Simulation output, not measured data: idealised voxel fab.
Herein follows the process module entitled voxel capacitor over wiring.
cross-section cut | 210 nm wide | cells 5 nm
If you're reading a cross-section in this doc, picture square cells in a grid; it comes to you as bands, top ones listed first down to the bottom, and a band can be one or more rows of cells. Top height, bottom height, nm. Materials left to right, width each, nm. Single material + "everywhere" = fills band edge to edge. "blank" = empty. Height reference: 0 = level under which incoming wafer is all one material. Lowest band: no bottom, runs on downward, e.g. "top 0, no bottom". Width: "30->40" (first number = top row, second number = bottom row, same change from row to row of cells). Step marked "no modification"? Then no cell in the cross-section changed in it. If an empty space has no open way to the top and is at least 8 cells in size, "Internal closed voids" lists it, written width x height at distance, where distance is measured from the left edge and every value is in nm. Past the settings on a step's line: simulator remark, on that step. Among the settings permitted on a step's line is "overlay nm"; applied to a step with a mask, it specifies the extent to which the mask lay to the right of its planned position, whereas a negative figure signifies a position to the left.

Planned process steps:
| 1 | RECEIVE,material Si |
| 2 | CONFORMAL_DEP,material SiO2,thk nm 10 |
| 3 | CONFORMAL_DEP,material SiCN,thk nm 5 |
| 4 | DIRECTIONAL_DEP,material lowk,thk nm 25 |
| 5 | PATTERN,tone open,mask id METAL_1,material resist,width nm 25,pitch nm 90,thk nm 20,overlay nm 0 |
| 6 | DIRECTIONAL_ETCH,etch materials lowk,depth nm 25 |
| 7 | DIRECTIONAL_ETCH,etch materials SiCN,depth nm 5 |
| 8 | STRIP,etch materials resist |
| 9 | CONFORMAL_DEP,material TiN,thk nm 5 |
| 10 | FILL_DEP,material Ru,thk nm 10 |
| 11 | CMP,height nm 40 |
| 12 | CONFORMAL_DEP,material SiCN,thk nm 5 |
| 13 | DIRECTIONAL_DEP,material SiO2,thk nm 20 |
| 14 | PATTERN,tone open,mask id PLUG_1,material resist,width nm 15,thk nm 20,overlay nm 0 |
| 15 | DIRECTIONAL_ETCH,etch materials SiO2,depth nm 20 |
| 16 | DIRECTIONAL_ETCH,etch materials SiCN,depth nm 5 |
| 17 | STRIP,etch materials resist |
| 18 | EPI,material Ru,thk nm 10 |
| 19 | EPI,material Ru,thk nm 10 |
| 20 | EPI,material Ru,thk nm 5 |
| 21 | DIRECTIONAL_DEP,material TiN,thk nm 5 |
| 22 | DIRECTIONAL_DEP,material Al2O3,thk nm 5 |
| 23 | DIRECTIONAL_DEP,material TiN,thk nm 5 |
| 24 | DIRECTIONAL_DEP,material aC,thk nm 15 |
| 25 | PATTERN,tone cover,mask id UPPER_PLATE,material resist,width nm 70,thk nm 35,overlay nm 0 |
| 26 | DIRECTIONAL_ETCH,etch materials aC,depth nm 15 |
| 27 | STRIP,etch materials resist |
| 28 | DIRECTIONAL_ETCH,etch materials TiN,depth nm 5 |
| 29 | DIRECTIONAL_ETCH,etch materials Al2O3,depth nm 5 |
| 30 | STRIP,etch materials aC |
| 31 | DIRECTIONAL_DEP,material aC,thk nm 10 |
| 32 | PATTERN,tone cover,mask id LOWER_PLATE,material resist,width nm 80,thk nm 25,overlay nm 0 |
| 33 | DIRECTIONAL_ETCH,etch materials aC,depth nm 10 |
| 34 | STRIP,etch materials resist |
| 35 | DIRECTIONAL_ETCH,etch materials TiN,depth nm 5 |
| 36 | STRIP,etch materials aC |
| 37 | FILL_DEP,material SiO2,thk nm 20 |
| 38 | CMP,height nm 95 |
| 39 | PATTERN,tone open,mask id PLUG_2,material resist,width nm 15,thk nm 20,overlay nm 0 |
| 40 | DIRECTIONAL_ETCH,etch materials SiO2,depth nm 15 |
| 41 | STRIP,etch materials resist |
| 42 | CONFORMAL_DEP,material TiN,thk nm 5 |
| 43 | FILL_DEP,material W,thk nm 10 |
| 44 | CMP,height nm 95 |
| 45 | CONFORMAL_DEP,material SiN,thk nm 5 |

First wafer, as planned:

This is the cross-section of the wafer as we received it, i.e. after step 1:
- top 0, no bottom  Si everywhere
- Internal closed voids: none

The wafer, seen in cross-section, after step 2:
- top 10, bottom 0  SiO2 everywhere
- Below a height of 0, the structure has not been altered.

The wafer, seen in cross-section, after step 3:
- top 15, bottom 10  SiCN everywhere
- Below a height of 10, the structure has not been altered.

The wafer, seen in cross-section, after step 4:
- top 40, bottom 15  lowk everywhere
- Below a height of 15, the structure has not been altered.

The wafer, seen in cross-section, after step 5:
- top 60, bottom 40  resist: 45 / blank: 25 / resist: 65 / blank: 25 / resist: 50
- Below a height of 40, the structure has not been altered.

The wafer, seen in cross-section, after step 6:
- top 60, bottom 40  resist: 45 / blank: 25 / resist: 65 / blank: 25 / resist: 50
- top 40, bottom 15  lowk: 45 / blank: 25 / lowk: 65 / blank: 25 / lowk: 50
- Below a height of 15, the structure has not been altered.

The wafer, seen in cross-section, after step 7:
- top 60, bottom 40  resist: 45 / blank: 25 / resist: 65 / blank: 25 / resist: 50
- top 40, bottom 15  lowk: 45 / blank: 25 / lowk: 65 / blank: 25 / lowk: 50
- top 15, bottom 10  SiCN: 45 / blank: 25 / SiCN: 65 / blank: 25 / SiCN: 50
- Below a height of 10, the structure has not been altered.

The wafer, seen in cross-section, after step 8:
- top 40, bottom 15  lowk: 45 / blank: 25 / lowk: 65 / blank: 25 / lowk: 50
- Below a height of 15, the structure has not been altered.

The wafer, seen in cross-section, after step 9:
- top 45, bottom 40  TiN: 50 / blank: 15 / TiN: 75 / blank: 15 / TiN: 55
- top 40, bottom 15  lowk: 45 / TiN: 5 / blank: 15 / TiN: 5 / lowk: 65 / TiN: 5 / blank: 15 / TiN: 5 / lowk: 50
- top 15, bottom 10  SiCN: 45 / TiN: 25 / SiCN: 65 / TiN: 25 / SiCN: 50
- Below a height of 10, the structure has not been altered.

The wafer, seen in cross-section, after step 10:
- top 55, bottom 45  Ru everywhere
- top 45, bottom 40  TiN: 50 / Ru: 15 / TiN: 75 / Ru: 15 / TiN: 55
- top 40, bottom 15  lowk: 45 / TiN: 5 / Ru: 15 / TiN: 5 / lowk: 65 / TiN: 5 / Ru: 15 / TiN: 5 / lowk: 50
- Below a height of 15, the structure has not been altered.

The wafer, seen in cross-section, after step 11:
- top 40, bottom 15  lowk: 45 / TiN: 5 / Ru: 15 / TiN: 5 / lowk: 65 / TiN: 5 / Ru: 15 / TiN: 5 / lowk: 50
- Below a height of 15, the structure has not been altered.

The wafer, seen in cross-section, after step 12:
- top 45, bottom 40  SiCN everywhere
- Below a height of 40, the structure has not been altered.

The wafer, seen in cross-section, after step 13:
- top 65, bottom 45  SiO2 everywhere
- Below a height of 45, the structure has not been altered.

The wafer, seen in cross-section, after step 14:
- top 85, bottom 65  resist: 55 / blank: 15 / resist: 140
- Below a height of 65, the structure has not been altered.

The wafer, seen in cross-section, after step 15:
- top 85, bottom 65  resist: 55 / blank: 15 / resist: 140
- top 65, bottom 45  SiO2: 55 / blank: 15 / SiO2: 140
- Below a height of 45, the structure has not been altered.

The wafer, seen in cross-section, after step 16:
- top 85, bottom 65  resist: 55 / blank: 15 / resist: 140
- top 65, bottom 45  SiO2: 55 / blank: 15 / SiO2: 140
- top 45, bottom 40  SiCN: 55 / blank: 15 / SiCN: 140
- Below a height of 40, the structure has not been altered.

The wafer, seen in cross-section, after step 17:
- top 65, bottom 45  SiO2: 55 / blank: 15 / SiO2: 140
- Below a height of 45, the structure has not been altered.

The wafer, seen in cross-section, after step 18:
- top 65, bottom 50  SiO2: 55 / blank: 15 / SiO2: 140
- top 50, bottom 45  SiO2: 55 / Ru: 15 / SiO2: 140
- top 45, bottom 40  SiCN: 55 / Ru: 15 / SiCN: 140
- Below a height of 40, the structure has not been altered.

The wafer, seen in cross-section, after step 19:
- top 65, bottom 60  SiO2: 55 / blank: 15 / SiO2: 140
- top 60, bottom 45  SiO2: 55 / Ru: 15 / SiO2: 140
- Below a height of 45, the structure has not been altered.

The wafer, seen in cross-section, after step 20:
- top 65, bottom 45  SiO2: 55 / Ru: 15 / SiO2: 140
- Below a height of 45, the structure has not been altered.

The wafer, seen in cross-section, after step 21:
- top 70, bottom 65  TiN everywhere
- Below a height of 65, the structure has not been altered.

The wafer, seen in cross-section, after step 22:
- top 75, bottom 70  Al2O3 everywhere
- Below a height of 70, the structure has not been altered.

The wafer, seen in cross-section, after step 23:
- top 80, bottom 75  TiN everywhere
- Below a height of 75, the structure has not been altered.

The wafer, seen in cross-section, after step 24:
- top 95, bottom 80  aC everywhere
- Below a height of 80, the structure has not been altered.

The wafer, seen in cross-section, after step 25:
- top 130, bottom 95  blank: 55 / resist: 70 / blank: 85
- Below a height of 95, the structure has not been altered.

The wafer, seen in cross-section, after step 26:
- top 115, bottom 95  blank: 55 / resist: 70 / blank: 85
- top 95, bottom 80  blank: 55 / aC: 70 / blank: 85
- Below a height of 80, the structure has not been altered.

The wafer, seen in cross-section, after step 27:
- top 95, bottom 80  blank: 55 / aC: 70 / blank: 85
- Below a height of 80, the structure has not been altered.

The wafer, seen in cross-section, after step 28:
- top 95, bottom 80  blank: 55 / aC: 70 / blank: 85
- top 80, bottom 75  blank: 55 / TiN: 70 / blank: 85
- Below a height of 75, the structure has not been altered.

The wafer, seen in cross-section, after step 29:
- top 95, bottom 80  blank: 55 / aC: 70 / blank: 85
- top 80, bottom 75  blank: 55 / TiN: 70 / blank: 85
- top 75, bottom 70  blank: 55 / Al2O3: 70 / blank: 85
- Below a height of 70, the structure has not been altered.

The wafer, seen in cross-section, after step 30:
- top 80, bottom 75  blank: 55 / TiN: 70 / blank: 85
- Below a height of 75, the structure has not been altered.

The wafer, seen in cross-section, after step 31:
- top 90, bottom 80  blank: 55 / aC: 70 / blank: 85
- top 80, bottom 75  aC: 55 / TiN: 70 / aC: 85
- top 75, bottom 70  aC: 55 / Al2O3: 70 / aC: 85
- Below a height of 70, the structure has not been altered.

The wafer, seen in cross-section, after step 32:
- top 115, bottom 90  blank: 50 / resist: 80 / blank: 80
- top 90, bottom 80  blank: 50 / resist: 5 / aC: 70 / resist: 5 / blank: 80
- Below a height of 80, the structure has not been altered.

The wafer, seen in cross-section, after step 33:
- top 105, bottom 90  blank: 50 / resist: 80 / blank: 80
- top 90, bottom 80  blank: 50 / resist: 5 / aC: 70 / resist: 5 / blank: 80
- top 80, bottom 75  blank: 50 / aC: 5 / TiN: 70 / aC: 5 / blank: 80
- top 75, bottom 70  blank: 50 / aC: 5 / Al2O3: 70 / aC: 5 / blank: 80
- Below a height of 70, the structure has not been altered.

The wafer, seen in cross-section, after step 34:
- top 90, bottom 80  blank: 55 / aC: 70 / blank: 85
- Below a height of 80, the structure has not been altered.

The wafer, seen in cross-section, after step 35:
- top 90, bottom 80  blank: 55 / aC: 70 / blank: 85
- top 80, bottom 75  blank: 50 / aC: 5 / TiN: 70 / aC: 5 / blank: 80
- top 75, bottom 70  blank: 50 / aC: 5 / Al2O3: 70 / aC: 5 / blank: 80
- top 70, bottom 65  blank: 50 / TiN: 80 / blank: 80
- Below a height of 65, the structure has not been altered.

The wafer, seen in cross-section, after step 36:
- top 80, bottom 75  blank: 55 / TiN: 70 / blank: 85
- top 75, bottom 70  blank: 55 / Al2O3: 70 / blank: 85
- Below a height of 70, the structure has not been altered.

The wafer, seen in cross-section, after step 37:
- top 100, bottom 80  SiO2 everywhere
- top 80, bottom 75  SiO2: 55 / TiN: 70 / SiO2: 85
- top 75, bottom 70  SiO2: 55 / Al2O3: 70 / SiO2: 85
- top 70, bottom 65  SiO2: 50 / TiN: 80 / SiO2: 80
- Below a height of 65, the structure has not been altered.

The wafer, seen in cross-section, after step 38:
- top 95, bottom 80  SiO2 everywhere
- Below a height of 80, the structure has not been altered.

The wafer, seen in cross-section, after step 39:
- top 115, bottom 95  resist: 65 / blank: 15 / resist: 130
- Below a height of 95, the structure has not been altered.

The wafer, seen in cross-section, after step 40:
- top 115, bottom 95  resist: 65 / blank: 15 / resist: 130
- top 95, bottom 80  SiO2: 65 / blank: 15 / SiO2: 130
- Below a height of 80, the structure has not been altered.

The wafer, seen in cross-section, after step 41:
- top 95, bottom 80  SiO2: 65 / blank: 15 / SiO2: 130
- Below a height of 80, the structure has not been altered.

The wafer, seen in cross-section, after step 42:
- top 100, bottom 95  TiN: 70 / blank: 5 / TiN: 135
- top 95, bottom 85  SiO2: 65 / TiN: 5 / blank: 5 / TiN: 5 / SiO2: 130
- top 85, bottom 75  SiO2: 65->55 / TiN: 15->70 / SiO2: 130->85
- Below a height of 75, the structure has not been altered.

The wafer, seen in cross-section, after step 43:
- top 110, bottom 100  W everywhere
- top 100, bottom 95  TiN: 70 / W: 5 / TiN: 135
- top 95, bottom 85  SiO2: 65 / TiN: 5 / W: 5 / TiN: 5 / SiO2: 130
- Below a height of 85, the structure has not been altered.

The wafer, seen in cross-section, after step 44:
- top 95, bottom 85  SiO2: 65 / TiN: 5 / W: 5 / TiN: 5 / SiO2: 130
- Below a height of 85, the structure has not been altered.

The wafer, seen in cross-section, after step 45:
- top 100, bottom 95  SiN everywhere
- Below a height of 95, the structure has not been altered.

Okay, second wafer. Nothing different at the start, nothing different in the plan, just one mistake somewhere in the running. As far as step 1, counting that step, it's the first wafer all over again:

The second wafer in cross-section, at the planned close of step 2:
- top 5, bottom 0  SiO2 everywhere
- Below a height of 0, the structure has not been altered.

The second wafer in cross-section, at the planned close of step 3:
- top 10, bottom 5  SiCN everywhere
- Below a height of 5, the structure has not been altered.

The second wafer in cross-section, at the planned close of step 4:
- top 35, bottom 10  lowk everywhere
- Below a height of 10, the structure has not been altered.

The second wafer in cross-section, at the planned close of step 5:
- top 55, bottom 35  resist: 45 / blank: 25 / resist: 65 / blank: 25 / resist: 50
- Below a height of 35, the structure has not been altered.

The second wafer in cross-section, at the planned close of step 6:
- top 55, bottom 35  resist: 45 / blank: 25 / resist: 65 / blank: 25 / resist: 50
- top 35, bottom 10  lowk: 45 / blank: 25 / lowk: 65 / blank: 25 / lowk: 50
- Below a height of 10, the structure has not been altered.

The second wafer in cross-section, at the planned close of step 7:
- top 55, bottom 35  resist: 45 / blank: 25 / resist: 65 / blank: 25 / resist: 50
- top 35, bottom 10  lowk: 45 / blank: 25 / lowk: 65 / blank: 25 / lowk: 50
- top 10, bottom 5  SiCN: 45 / blank: 25 / SiCN: 65 / blank: 25 / SiCN: 50
- Below a height of 5, the structure has not been altered.

The second wafer in cross-section, at the planned close of step 8:
- top 35, bottom 10  lowk: 45 / blank: 25 / lowk: 65 / blank: 25 / lowk: 50
- Below a height of 10, the structure has not been altered.

The second wafer in cross-section, at the planned close of step 9:
- top 40, bottom 35  TiN: 50 / blank: 15 / TiN: 75 / blank: 15 / TiN: 55
- top 35, bottom 10  lowk: 45 / TiN: 5 / blank: 15 / TiN: 5 / lowk: 65 / TiN: 5 / blank: 15 / TiN: 5 / lowk: 50
- top 10, bottom 5  SiCN: 45 / TiN: 25 / SiCN: 65 / TiN: 25 / SiCN: 50
- Below a height of 5, the structure has not been altered.

The second wafer in cross-section, at the planned close of step 10:
- top 50, bottom 40  Ru everywhere
- top 40, bottom 35  TiN: 50 / Ru: 15 / TiN: 75 / Ru: 15 / TiN: 55
- top 35, bottom 10  lowk: 45 / TiN: 5 / Ru: 15 / TiN: 5 / lowk: 65 / TiN: 5 / Ru: 15 / TiN: 5 / lowk: 50
- Below a height of 10, the structure has not been altered.

The second wafer in cross-section, at the planned close of step 11:
- top 40, bottom 35  TiN: 50 / Ru: 15 / TiN: 75 / Ru: 15 / TiN: 55
- Below a height of 35, the structure has not been altered.

The second wafer in cross-section, at the planned close of step 12:
- top 45, bottom 40  SiCN everywhere
- Below a height of 40, the structure has not been altered.

The second wafer in cross-section, at the planned close of step 13:
- top 65, bottom 45  SiO2 everywhere
- Below a height of 45, the structure has not been altered.

The second wafer in cross-section, at the planned close of step 14:
- top 85, bottom 65  resist: 55 / blank: 15 / resist: 140
- Below a height of 65, the structure has not been altered.

The second wafer in cross-section, at the planned close of step 15:
- top 85, bottom 65  resist: 55 / blank: 15 / resist: 140
- top 65, bottom 45  SiO2: 55 / blank: 15 / SiO2: 140
- Below a height of 45, the structure has not been altered.

The second wafer in cross-section, at the planned close of step 16:
- top 85, bottom 65  resist: 55 / blank: 15 / resist: 140
- top 65, bottom 45  SiO2: 55 / blank: 15 / SiO2: 140
- top 45, bottom 40  SiCN: 55 / blank: 15 / SiCN: 140
- Below a height of 40, the structure has not been altered.

The second wafer in cross-section, at the planned close of step 17:
- top 65, bottom 45  SiO2: 55 / blank: 15 / SiO2: 140
- Below a height of 45, the structure has not been altered.

The second wafer in cross-section, at the planned close of step 18:
- top 65, bottom 50  SiO2: 55 / blank: 15 / SiO2: 140
- top 50, bottom 45  SiO2: 55 / Ru: 15 / SiO2: 140
- top 45, bottom 40  SiCN: 55 / Ru: 15 / SiCN: 140
- Below a height of 40, the structure has not been altered.

The second wafer in cross-section, at the planned close of step 19:
- top 65, bottom 60  SiO2: 55 / blank: 15 / SiO2: 140
- top 60, bottom 45  SiO2: 55 / Ru: 15 / SiO2: 140
- Below a height of 45, the structure has not been altered.

The second wafer in cross-section, at the planned close of step 20:
- top 65, bottom 45  SiO2: 55 / Ru: 15 / SiO2: 140
- Below a height of 45, the structure has not been altered.

The second wafer in cross-section, at the planned close of step 21:
- top 70, bottom 65  TiN everywhere
- Below a height of 65, the structure has not been altered.

The second wafer in cross-section, at the planned close of step 22:
- top 75, bottom 70  Al2O3 everywhere
- Below a height of 70, the structure has not been altered.

The second wafer in cross-section, at the planned close of step 23:
- top 80, bottom 75  TiN everywhere
- Below a height of 75, the structure has not been altered.

The second wafer in cross-section, at the planned close of step 24:
- top 95, bottom 80  aC everywhere
- Below a height of 80, the structure has not been altered.

The second wafer in cross-section, at the planned close of step 25:
- top 130, bottom 95  blank: 55 / resist: 70 / blank: 85
- Below a height of 95, the structure has not been altered.

The second wafer in cross-section, at the planned close of step 26:
- top 115, bottom 95  blank: 55 / resist: 70 / blank: 85
- top 95, bottom 80  blank: 55 / aC: 70 / blank: 85
- Below a height of 80, the structure has not been altered.

The second wafer in cross-section, at the planned close of step 27:
- top 95, bottom 80  blank: 55 / aC: 70 / blank: 85
- Below a height of 80, the structure has not been altered.

The second wafer in cross-section, at the planned close of step 28:
- top 95, bottom 80  blank: 55 / aC: 70 / blank: 85
- top 80, bottom 75  blank: 55 / TiN: 70 / blank: 85
- Below a height of 75, the structure has not been altered.

The second wafer in cross-section, at the planned close of step 29:
- top 95, bottom 80  blank: 55 / aC: 70 / blank: 85
- top 80, bottom 75  blank: 55 / TiN: 70 / blank: 85
- top 75, bottom 70  blank: 55 / Al2O3: 70 / blank: 85
- Below a height of 70, the structure has not been altered.

The second wafer in cross-section, at the planned close of step 30:
- top 80, bottom 75  blank: 55 / TiN: 70 / blank: 85
- Below a height of 75, the structure has not been altered.

The second wafer in cross-section, at the planned close of step 31:
- top 90, bottom 80  blank: 55 / aC: 70 / blank: 85
- top 80, bottom 75  aC: 55 / TiN: 70 / aC: 85
- top 75, bottom 70  aC: 55 / Al2O3: 70 / aC: 85
- Below a height of 70, the structure has not been altered.

The second wafer in cross-section, at the planned close of step 32:
- top 115, bottom 90  blank: 50 / resist: 80 / blank: 80
- top 90, bottom 80  blank: 50 / resist: 5 / aC: 70 / resist: 5 / blank: 80
- Below a height of 80, the structure has not been altered.

The second wafer in cross-section, at the planned close of step 33:
- top 105, bottom 90  blank: 50 / resist: 80 / blank: 80
- top 90, bottom 80  blank: 50 / resist: 5 / aC: 70 / resist: 5 / blank: 80
- top 80, bottom 75  blank: 50 / aC: 5 / TiN: 70 / aC: 5 / blank: 80
- top 75, bottom 70  blank: 50 / aC: 5 / Al2O3: 70 / aC: 5 / blank: 80
- Below a height of 70, the structure has not been altered.

The second wafer in cross-section, at the planned close of step 34:
- top 90, bottom 80  blank: 55 / aC: 70 / blank: 85
- Below a height of 80, the structure has not been altered.

The second wafer in cross-section, at the planned close of step 35:
- top 90, bottom 80  blank: 55 / aC: 70 / blank: 85
- top 80, bottom 75  blank: 50 / aC: 5 / TiN: 70 / aC: 5 / blank: 80
- top 75, bottom 70  blank: 50 / aC: 5 / Al2O3: 70 / aC: 5 / blank: 80
- top 70, bottom 65  blank: 50 / TiN: 80 / blank: 80
- Below a height of 65, the structure has not been altered.

The second wafer in cross-section, at the planned close of step 36:
- top 80, bottom 75  blank: 55 / TiN: 70 / blank: 85
- top 75, bottom 70  blank: 55 / Al2O3: 70 / blank: 85
- Below a height of 70, the structure has not been altered.

The second wafer in cross-section, at the planned close of step 37:
- top 100, bottom 80  SiO2 everywhere
- top 80, bottom 75  SiO2: 55 / TiN: 70 / SiO2: 85
- top 75, bottom 70  SiO2: 55 / Al2O3: 70 / SiO2: 85
- top 70, bottom 65  SiO2: 50 / TiN: 80 / SiO2: 80
- Below a height of 65, the structure has not been altered.

The second wafer in cross-section, at the planned close of step 38:
- top 95, bottom 80  SiO2 everywhere
- Below a height of 80, the structure has not been altered.

The second wafer in cross-section, at the planned close of step 39:
- top 115, bottom 95  resist: 65 / blank: 15 / resist: 130
- Below a height of 95, the structure has not been altered.

The second wafer in cross-section, at the planned close of step 40:
- top 115, bottom 95  resist: 65 / blank: 15 / resist: 130
- top 95, bottom 80  SiO2: 65 / blank: 15 / SiO2: 130
- Below a height of 80, the structure has not been altered.

The second wafer in cross-section, at the planned close of step 41:
- top 95, bottom 80  SiO2: 65 / blank: 15 / SiO2: 130
- Below a height of 80, the structure has not been altered.

The second wafer in cross-section, at the planned close of step 42:
- top 100, bottom 95  TiN: 70 / blank: 5 / TiN: 135
- top 95, bottom 85  SiO2: 65 / TiN: 5 / blank: 5 / TiN: 5 / SiO2: 130
- top 85, bottom 75  SiO2: 65->55 / TiN: 15->70 / SiO2: 130->85
- Below a height of 75, the structure has not been altered.

The second wafer in cross-section, at the planned close of step 43:
- top 110, bottom 100  W everywhere
- top 100, bottom 95  TiN: 70 / W: 5 / TiN: 135
- top 95, bottom 85  SiO2: 65 / TiN: 5 / W: 5 / TiN: 5 / SiO2: 130
- Below a height of 85, the structure has not been altered.

The second wafer in cross-section, at the planned close of step 44:
- top 95, bottom 85  SiO2: 65 / TiN: 5 / W: 5 / TiN: 5 / SiO2: 130
- Below a height of 85, the structure has not been altered.

The second wafer in cross-section, at the planned close of step 45:
- top 100, bottom 95  SiN everywhere
- Below a height of 95, the structure has not been altered.
The plan and the run diverged here: step 2 deviated from plan and actually ran as CONFORMAL_DEP,material SiO2,thk nm 5
At the finish, the second wafer shows more or fewer cells for some materials than the first does: +6 Ru, -42 SiO2, +36 TiN
